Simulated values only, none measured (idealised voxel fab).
Module name: voxel gate over fins (process module)
In the cross-section labelled cut, the width is 295 nm and each square cell is 5 nm.
How to read a cross-section here: the picture is a grid of square cells, written as bands going from the top down, and any band can span one or more rows of cells.
Basically the band line says how high the top is and how high the bottom is, in nm, and then what's in it from left to right, every material with its width in nm. Empty space shows up as "blank", and if a single material carries "everywhere" it runs the full band edge to edge.
We count height from 0. Below that, the starting wafer is all one material. The lowest band never ends at the bottom but goes on down; see "0 and below" for how that is written.
The expression "30->40" gives the width at the extremes of the band, the first number at its top row of cells and the second at its bottom row, with the width changing by equal amounts from each row to the next in between.
The designation "stayed the same", where it is given for a processing step, indicates that no cell of the cross-section was altered in the course of that step.
The label "Closed void list" introduces a list of the empty spaces, 8 cells or larger, that have no open way up to the top; each entry in it reads width x height at distance, where the distance is taken from the left edge and all three are stated in nm.
Step line, after settings: the simulator's comment on this step.
The line of a step may include "overlay nm". On a step with a mask, this value is how far to the right of its planned place the mask lay. A negative value means the mask lay to the left.

**The process steps that were planned are listed below**
step 1: RECEIVE (material Si)
step 2: CONFORMAL_DEP (material SiN; thk nm 10)
step 3: DIRECTIONAL_DEP (material aC; thk nm 15)
step 4: PATTERN (tone cover; mask id FINS; material resist; width nm 15; pitch nm 60; thk nm 30; overlay nm 0)
step 5: DIRECTIONAL_ETCH (etch materials aC; depth nm 15)
step 6: STRIP (etch materials resist)
step 7: DIRECTIONAL_ETCH (etch materials SiN; depth nm 10)
step 8: DIRECTIONAL_ETCH (etch materials Si; depth nm 35)
step 9: STRIP (etch materials aC)
step 10: FILL_DEP (material SiO2; thk nm 15)
step 11: CMP (height nm 10)
step 12: DIRECTIONAL_DEP (material aC; thk nm 15)
step 13: PATTERN (tone open; mask id RAIL; material resist; width nm 15; thk nm 30; overlay nm 0)
step 14: DIRECTIONAL_ETCH (etch materials aC; depth nm 15)
step 15: STRIP (etch materials resist)
step 16: DIRECTIONAL_ETCH (etch materials SiO2; depth nm 40)
step 17: STRIP (etch materials aC)
step 18: CONFORMAL_DEP (material TiN; thk nm 5)
step 19: FILL_DEP (material W; thk nm 10)
step 20: CMP (height nm 10)
step 21: SELECTIVE_ETCH (etch materials W Ru TiN; depth nm 25)
step 22: FILL_DEP (material SiO2; thk nm 5)
step 23: CMP (height nm 10)
step 24: SELECTIVE_ETCH (etch materials SiO2; depth nm 20)
step 25: STRIP (etch materials SiN)
step 26: CONFORMAL_DEP (material HfO2; thk nm 5)
step 27: CONFORMAL_DEP (material TiN; thk nm 5)
step 28: CONFORMAL_DEP (material TiAl; thk nm 5)
step 29: CONFORMAL_DEP (material TiN; thk nm 5)
step 30: FILL_DEP (material W; thk nm 10)
step 31: CMP (height nm 25)
step 32: CONFORMAL_DEP (material SiCN; thk nm 5)

**Wafer cross-section on receipt, i.e. after step 1**
- 0 and below  Si everywhere
- Closed void list: none

**Cross-sectional view of the first of the two wafers upon completion of the module, processed in accordance with the plan**
- 30 down to 25  SiCN everywhere
- 25 down to 20  W everywhere
- 20 down to 15  W=90, then TiN=55, then W=5, then TiN=55, then W=90
- 15 down to 10  W=90, then TiN=5, then TiAl=45, then TiN=5, then W=5, then TiN=5, then TiAl=45, then TiN=5, then W=90
- 10 down to 5  TiN=95, then TiAl=5, then TiN=35, then TiAl=5, then TiN=15, then TiAl=5, then TiN=35, then TiAl=5, then TiN=95
- 5 down to 0  TiAl=100, then TiN=5, then HfO2=25, then TiN=5, then TiAl=25, then TiN=5, then HfO2=25, then TiN=5, then TiAl=100
- 0 down to -5  TiN=105, then HfO2=5, then Si=15, then HfO2=5, then TiN=35, then HfO2=5, then Si=15, then HfO2=5, then TiN=105
- -5 down to -10  HfO2=110, then Si=15, then HfO2=45, then Si=15, then HfO2=110
- -10 down to -15  SiO2=110, then Si=15, then SiO2=45, then Si=15, then SiO2=110
- -15 down to -25  SiO2=110, then Si=15, then SiO2=15, then TiN=5, then W=5, then TiN=5, then SiO2=15, then Si=15, then SiO2=110
- -25 down to -30  SiO2=110, then Si=15, then SiO2=15, then TiN=15, then SiO2=15, then Si=15, then SiO2=110
- -30 down to -35  SiO2=110, then Si=15, then SiO2=45, then Si=15, then SiO2=110
- -35 and below  Si everywhere
- Closed void list: none

**Wafer two (of two), end-of-module cross-section: start = wafer one, plan = wafer one, one run mistake**
- 30 down to 25  SiCN everywhere
- 25 down to 20  W everywhere
- 20 down to 15  W=90, then TiN=55, then W=5, then TiN=55, then W=90
- 15 down to 10  W=90, then TiN=5, then TiAl=45, then TiN=5, then W=5, then TiN=5, then TiAl=45, then TiN=5, then W=90
- 10 down to 5  TiN=95, then TiAl=5, then TiN=35, then TiAl=5, then TiN=15, then TiAl=5, then TiN=35, then TiAl=5, then TiN=95
- 5 down to 0  TiAl=100, then TiN=5, then HfO2=25, then TiN=5, then TiAl=25, then TiN=5, then HfO2=25, then TiN=5, then TiAl=100
- 0 down to -5  TiN=105, then HfO2=5, then Si=15, then HfO2=5, then TiN=35, then HfO2=5, then Si=15, then HfO2=5, then TiN=105
- -5 down to -10  HfO2=110, then Si=15, then HfO2=45, then Si=15, then HfO2=110
- -10 down to -15  SiO2=110, then Si=15, then SiO2=45, then Si=15, then SiO2=110
- -15 down to -25  SiO2=110, then Si=15, then SiO2=10, then TiN=5, then W=15, then TiN=5, then SiO2=10, then Si=15, then SiO2=110
- -25 down to -30  SiO2=110, then Si=15, then SiO2=10, then TiN=25, then SiO2=10, then Si=15, then SiO2=110
- -30 down to -35  SiO2=110, then Si=15, then SiO2=45, then Si=15, then SiO2=110
- -35 and below  Si everywhere
- Closed void list: none
Here's what went sideways: note that step 13 departed from the planned setting and was carried out as PATTERN (tone open; mask id RAIL; material resist; width nm 25; thk nm 30; overlay nm 0)
at the end the second wafer has, in cells: -6 SiO2 | +2 TiN | +4 W
